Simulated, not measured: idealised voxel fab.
Process module under the name voxel lift off
Cross-section cut spans 180 nm and uses square cells 5 nm in size.
Cross-section = grid of square cells, listed top down in bands; band = one or more rows. What a band's entry tells you: where the top is and where the bottom is, as heights in nm, and after that what lies inside, material by material from left to right, each with its width in nm. Empty space is written as the word "blank", and a single material marked with the word "full width" occupies the band from edge to edge. The level at which height equals 0 is the one under which the wafer, as it arrives, is entirely one material. No lower edge exists for the bottom band, which continues downward and is notated as in "0 and below". So if you see something like "30->40" for the width, read it as the top row of the band sitting at the first number and the bottom row at the second, with every row in between moving by the same amount as the last. Key: "left unchanged" - step with no changed cell in the cross-section. "Voids, sealed" contains a list of empty spaces, each no smaller than 8 cells and without an open way to the top, written in the form width x height at distance with the distance from the left edge and all three in nm. Note: text after step settings on the step line = simulator remark on that step. overlay nm: mask right of planned place by this much (step with mask). Neg. = left.

-- plan
1) RECEIVE,material Si
2) CONFORMAL_DEP,material SiN,thk nm 5
3) PATTERN,tone open,mask id LINES,material resist,width nm 30,pitch nm 45,thk nm 20,overlay nm 0
4) DIRECTIONAL_DEP,material Ru,thk nm 10
5) STRIP,etch materials resist
6) CONFORMAL_DEP,material SiCN,thk nm 5

-- Shown in cross-section is the wafer as received, that is, as it stands after step 1
  0 and below: Si full width
  Voids, sealed: none

-- Module complete - cross-section of the first of two wafers, run according to plan
  20 down to 15: 25 nm blank, then 40 nm SiCN, then 5 nm blank, then 40 nm SiCN, then 5 nm blank, then 40 nm SiCN, then 25 nm blank
  15 down to 10: 25 nm blank, then 5 nm SiCN, then 30 nm Ru, then 5 nm SiCN, then 5 nm blank, then 5 nm SiCN, then 30 nm Ru, then 5 nm SiCN, then 5 nm blank, then 5 nm SiCN, then 30 nm Ru, then 5 nm SiCN, then 25 nm blank
  10 down to 5: 30 nm SiCN, then 30 nm Ru, then 15 nm SiCN, then 30 nm Ru, then 15 nm SiCN, then 30 nm Ru, then 30 nm SiCN
  5 down to 0: SiN full width
  0 and below: Si full width
  Voids, sealed: none

-- Module end: cross-section of wafer two of two. Same start and process plan as the first wafer. One mistake during execution
  30 down to 20: 15 nm blank, then 150 nm SiCN, then 15 nm blank
  20 down to 15: SiCN full width
  15 down to 5: 30 nm SiCN, then 30 nm Ru, then 15 nm SiCN, then 30 nm Ru, then 15 nm SiCN, then 30 nm Ru, then 30 nm SiCN
  5 down to 0: SiN full width
  0 and below: Si full width
  Voids, sealed: none
What broke from the plan during processing? step 6 was not run as planned; what actually ran was CONFORMAL_DEP,material SiCN,thk nm 15
At the finish, the second wafer shows more or fewer cells for some materials than the first does: SiCN: 84 more
